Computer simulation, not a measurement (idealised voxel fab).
Process module name: voxel fin reveal
Square cell edge 5 nm, section width 285 nm, ID cut.
Just so we're on the same page, the cross-sections are grids of square cells, and they're listed out in bands top to bottom, each band one or more rows deep. This entry defines a band. It first specifies the height of the band's top and the height of its bottom in nm, and then specifies the band's materials from left to right, stating each material with its width in nm. The word "full width" identifies a single material that fills the band from edge to edge, while the word "air" identifies empty space. For the purposes of this specification, 0 denotes the height below which the wafer in its as-received condition is composed wholly of one material, and the lowermost band, lacking a lower limit, extends downward without end, as expressed in "0 down". With a width like "30 to 40", each row of cells in the band differs from the next by the same amount, the top row carrying the first number and the bottom row the second. "remained unchanged" -> step changed no cross-section cell. Enclosed voids (no open way to top), threshold 8 cells or more, entry "Closed void listing", notation width x height at distance, distance from left edge, nm. Step line, after settings: the simulator's comment on this step. overlay nm: on a step with a mask, how far right of its planned place the mask lay; negative means left.

Listed below are the process steps as planned:
- 1: RECEIVE: material Si
- 2: CONFORMAL_DEP: material SiN, thk nm 10
- 3: MASKED_ETCH: tone cover, mask id FINS, width nm 15, pitch nm 35, etch materials SiN, depth nm 10, overlay nm 0
- 4: MASKED_ETCH: tone cover, mask id FINS, width nm 15, pitch nm 35, etch materials Si, depth nm 30, overlay nm 0
- 5: OXIDIZE: depth nm 5
- 6: FILL_DEP: material SiO2, thk nm 15
- 7: CMP: height nm 10
- 8: SELECTIVE_ETCH: etch materials SiO2, depth nm 20
- 9: STRIP: etch materials SiN
- 10: CONFORMAL_DEP: material SiO2, thk nm 5

Cross-section: wafer on arrival = after step 1:
	0 down | Si full width
	Closed void listing: none

The first of the two wafers as seen in cross-section once the module was finished; processing followed the plan:
	5 to 0 | air: 80, then SiO2: 15, then air: 20, then SiO2: 15, then air: 20, then SiO2: 15, then air: 20, then SiO2: 15, then air: 85
	0 to -5 | air: 80, then SiO2: 5, then Si: 5, then SiO2: 5, then air: 20, then SiO2: 5, then Si: 5, then SiO2: 5, then air: 20, then SiO2: 5, then Si: 5, then SiO2: 5, then air: 20, then SiO2: 5, then Si: 5, then SiO2: 5, then air: 85
	-5 to -35 | SiO2: 85, then Si: 5, then SiO2: 30, then Si: 5, then SiO2: 30, then Si: 5, then SiO2: 30, then Si: 5, then SiO2: 90
	-35 down | Si full width
	Closed void listing: none

Second wafer cross-section at end of module - shared start and plan with the first, one mistake in the run:
	5 to 0 | air: 80, then SiO2: 15, then air: 20, then SiO2: 15, then air: 20, then SiO2: 15, then air: 20, then SiO2: 15, then air: 85
	0 to -5 | air: 80, then SiO2: 5, then Si: 5, then SiO2: 5, then air: 20, then SiO2: 5, then Si: 5, then SiO2: 5, then air: 20, then SiO2: 5, then Si: 5, then SiO2: 5, then air: 20, then SiO2: 5, then Si: 5, then SiO2: 5, then air: 85
	-5 to -15 | SiO2: 65, then air: 15, then SiO2: 5, then Si: 5, then SiO2: 5, then air: 20, then SiO2: 5, then Si: 5, then SiO2: 5, then air: 20, then SiO2: 5, then Si: 5, then SiO2: 5, then air: 20, then SiO2: 5, then Si: 5, then SiO2: 5, then air: 15, then SiO2: 70
	-15 to -35 | SiO2: 85, then Si: 5, then SiO2: 30, then Si: 5, then SiO2: 30, then Si: 5, then SiO2: 30, then Si: 5, then SiO2: 90
	-35 down | Si full width
	Closed void listing: none
The plan and the run diverged here: it was found that steps 8 and 9 of the process plan had been performed in exchanged positions
End of process, cell counts, second wafer against first, materials with more or fewer: -36 SiO2
